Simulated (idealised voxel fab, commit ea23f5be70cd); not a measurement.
process module | voxel ribs on slabs
cross-section cut | 140 nm wide | cells 5 nm
A cross-section is a grid of square cells, given in bands from the top down. A band is one or more rows of cells.
Each band's line starts with the height of the band's top and of its bottom, in nm. Then come its materials from left to right, each with its width in nm. One material with "throughout" fills the band from edge to edge. "air" is empty space.
Height 0 is the level under which the wafer as received is all one material. The lowest band goes on downwards, as in "0 down".
A width such as "30 to 40" changes by the same amount from each row of cells to the next, from the band's top row to its bottom row.
"no change" after a step means that no cell of the cross-section changed.
closed voids: empty space of 8 cells or more with no open way to the top, each as width x height at its distance from the left edge, in nm
after a step's settings: what the simulator itself notes on the step
overlay nm, on a step with a mask: how far to the right of its planned place the mask lay; to the left if negative
plan
1 op RECEIVE | material Si
2 op DIRECTIONAL_DEP | material SiO2 | thk nm 20
3 op DIRECTIONAL_DEP | material SiN | thk nm 15
4 op DIRECTIONAL_DEP | material aC | thk nm 15
5 op PATTERN | tone cover | mask id RIB | material resist | width nm 25 | thk nm 35 | overlay nm 0
6 op DIRECTIONAL_ETCH | etch materials aC | depth nm 15
7 op STRIP | etch materials resist
8 op DIRECTIONAL_ETCH | etch materials SiN | depth nm 10
9 op STRIP | etch materials aC
10 op DIRECTIONAL_DEP | material aC | thk nm 10
11 op PATTERN | tone cover | mask id SLAB | material resist | width nm 75 | thk nm 30 | overlay nm 0
12 op DIRECTIONAL_ETCH | etch materials aC | depth nm 10
13 op STRIP | etch materials resist
14 op DIRECTIONAL_ETCH | etch materials SiN | depth nm 5
15 op STRIP | etch materials aC
16 op FILL_DEP | material SiO2 | thk nm 20
17 op CMP | height nm 50
18 op DIRECTIONAL_DEP | material W | thk nm 10
19 op MASKED_ETCH | tone cover | mask id HEATER | width nm 35 | etch materials W | depth nm 10 | overlay nm 0
20 op CONFORMAL_DEP | material SiO2 | thk nm 10
as received, after step 1
  0 down: Si throughout
  closed voids: none
a wafer at the end: this start, this plan, one mistake
  70 to 60: air 40 | SiO2 55 | air 45
  60 to 50: SiO2 50 | W 35 | SiO2 55
  50 to 35: SiO2 throughout
  35 to 30: SiO2 30 | SiN 25 | SiO2 25 | SiN 25 | SiO2 35
  30 to 25: SiN 55 | SiO2 25 | SiN 60
  25 to 20: SiN throughout
  20 to 0: SiO2 throughout
  0 down: Si throughout
  closed voids: none
what went wrong: step 5 ran as: op PATTERN | tone open | mask id RIB | material resist | width nm 25 | thk nm 35 | overlay nm 0
